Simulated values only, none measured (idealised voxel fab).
process module | voxel tone inversion
cross-section cut | 275 nm wide | cells 5 nm
A cross-section is a grid of square cells, given in bands from the top down. A band is one or more rows of cells.
Each band's line starts with the height of the band's top and of its bottom, in nm. Then come its materials from left to right, each with its width in nm. One material with "throughout" fills the band from edge to edge. "air" is empty space.
Height 0 is the level under which the wafer as received is all one material. The lowest band goes on downwards, as in "0 down".
A width such as "30 to 40" changes by the same amount from each row of cells to the next, from the band's top row to its bottom row.
"no change" after a step means that no cell of the cross-section changed.
closed voids: empty space of 8 cells or more with no open way to the top, each as width x height at its distance from the left edge, in nm
after a step's settings: what the simulator itself notes on the step
overlay nm, on a step with a mask: how far to the right of its planned place the mask lay; to the left if negative
plan
1 op RECEIVE | material Si
2 op CONFORMAL_DEP | material SiN | thk nm 10
3 op DIRECTIONAL_DEP | material aC | thk nm 15
4 op PATTERN | tone cover | mask id POSTS | material resist | width nm 25 | pitch nm 45 | thk nm 20 | overlay nm 0
5 op DIRECTIONAL_ETCH | etch materials aC | depth nm 15
6 op STRIP | etch materials resist
7 op FILL_DEP | material SiO2 | thk nm 5
8 op CMP | height nm 25
9 op STRIP | etch materials aC
10 op CONFORMAL_DEP | material TiN | thk nm 5
11 op FILL_DEP | material Cu | thk nm 5
12 op CMP | height nm 25
13 op CONFORMAL_DEP | material SiN | thk nm 5
first wafer, as planned
as received, after step 1
  0 down: Si throughout
  closed voids: none
after step 2
  10 to 0: SiN throughout
  below 0: unchanged
after step 3
  25 to 10: aC throughout
  below 10: unchanged
after step 4
  45 to 25: air 55 | resist 25 | air 20 | resist 25 | air 20 | resist 25 | air 20 | resist 25 | air 60
  below 25: unchanged
after step 5
  30 to 25: air 55 | resist 25 | air 20 | resist 25 | air 20 | resist 25 | air 20 | resist 25 | air 60
  25 to 10: air 55 | aC 25 | air 20 | aC 25 | air 20 | aC 25 | air 20 | aC 25 | air 60
  below 10: unchanged
after step 6
  25 to 10: air 55 | aC 25 | air 20 | aC 25 | air 20 | aC 25 | air 20 | aC 25 | air 60
  below 10: unchanged
after step 7
  30 to 25: SiO2 throughout
  25 to 10: SiO2 55 | aC 25 | SiO2 20 | aC 25 | SiO2 20 | aC 25 | SiO2 20 | aC 25 | SiO2 60
  below 10: unchanged
after step 8
  25 to 10: SiO2 55 | aC 25 | SiO2 20 | aC 25 | SiO2 20 | aC 25 | SiO2 20 | aC 25 | SiO2 60
  below 10: unchanged
after step 9
  25 to 10: SiO2 55 | air 25 | SiO2 20 | air 25 | SiO2 20 | air 25 | SiO2 20 | air 25 | SiO2 60
  below 10: unchanged
after step 10
  30 to 25: TiN 60 | air 15 | TiN 30 | air 15 | TiN 30 | air 15 | TiN 30 | air 15 | TiN 65
  25 to 15: SiO2 55 | TiN 5 | air 15 | TiN 5 | SiO2 20 | TiN 5 | air 15 | TiN 5 | SiO2 20 | TiN 5 | air 15 | TiN 5 | SiO2 20 | TiN 5 | air 15 | TiN 5 | SiO2 60
  15 to 10: SiO2 55 | TiN 25 | SiO2 20 | TiN 25 | SiO2 20 | TiN 25 | SiO2 20 | TiN 25 | SiO2 60
  below 10: unchanged
after step 11
  35 to 30: Cu throughout
  30 to 25: TiN 60 | Cu 15 | TiN 30 | Cu 15 | TiN 30 | Cu 15 | TiN 30 | Cu 15 | TiN 65
  25 to 15: SiO2 55 | TiN 5 | Cu 15 | TiN 5 | SiO2 20 | TiN 5 | Cu 15 | TiN 5 | SiO2 20 | TiN 5 | Cu 15 | TiN 5 | SiO2 20 | TiN 5 | Cu 15 | TiN 5 | SiO2 60
  below 15: unchanged
after step 12
  25 to 15: SiO2 55 | TiN 5 | Cu 15 | TiN 5 | SiO2 20 | TiN 5 | Cu 15 | TiN 5 | SiO2 20 | TiN 5 | Cu 15 | TiN 5 | SiO2 20 | TiN 5 | Cu 15 | TiN 5 | SiO2 60
  below 15: unchanged
after step 13
  30 to 25: SiN throughout
  below 25: unchanged
second wafer: like start, like plan, one mistake. Through step 7 it matches the first wafer
when step 8 should have ended
  25 to 10: SiO2 55 | aC 25 | SiO2 20 | aC 25 | SiO2 20 | aC 25 | SiO2 20 | aC 25 | SiO2 60
  below 10: unchanged
when step 9 should have ended
  25 to 10: SiO2 55 | air 25 | SiO2 20 | air 25 | SiO2 20 | air 25 | SiO2 20 | air 25 | SiO2 60
  below 10: unchanged
when step 10 should have ended
  30 to 25: TiN 60 | air 15 | TiN 30 | air 15 | TiN 30 | air 15 | TiN 30 | air 15 | TiN 65
  25 to 15: SiO2 55 | TiN 5 | air 15 | TiN 5 | SiO2 20 | TiN 5 | air 15 | TiN 5 | SiO2 20 | TiN 5 | air 15 | TiN 5 | SiO2 20 | TiN 5 | air 15 | TiN 5 | SiO2 60
  15 to 10: SiO2 55 | TiN 25 | SiO2 20 | TiN 25 | SiO2 20 | TiN 25 | SiO2 20 | TiN 25 | SiO2 60
  below 10: unchanged
when step 11 should have ended
  35 to 30: Cu throughout
  30 to 25: TiN 60 | Cu 15 | TiN 30 | Cu 15 | TiN 30 | Cu 15 | TiN 30 | Cu 15 | TiN 65
  25 to 15: SiO2 55 | TiN 5 | Cu 15 | TiN 5 | SiO2 20 | TiN 5 | Cu 15 | TiN 5 | SiO2 20 | TiN 5 | Cu 15 | TiN 5 | SiO2 20 | TiN 5 | Cu 15 | TiN 5 | SiO2 60
  below 15: unchanged
when step 12 should have ended
  25 to 15: SiO2 55 | TiN 5 | Cu 15 | TiN 5 | SiO2 20 | TiN 5 | Cu 15 | TiN 5 | SiO2 20 | TiN 5 | Cu 15 | TiN 5 | SiO2 20 | TiN 5 | Cu 15 | TiN 5 | SiO2 60
  below 15: unchanged
when step 13 should have ended
  30 to 25: SiN throughout
  below 25: unchanged
what went wrong: step 8 was run twice
at the end the two cross-sections are the same: no effect in what this model computes
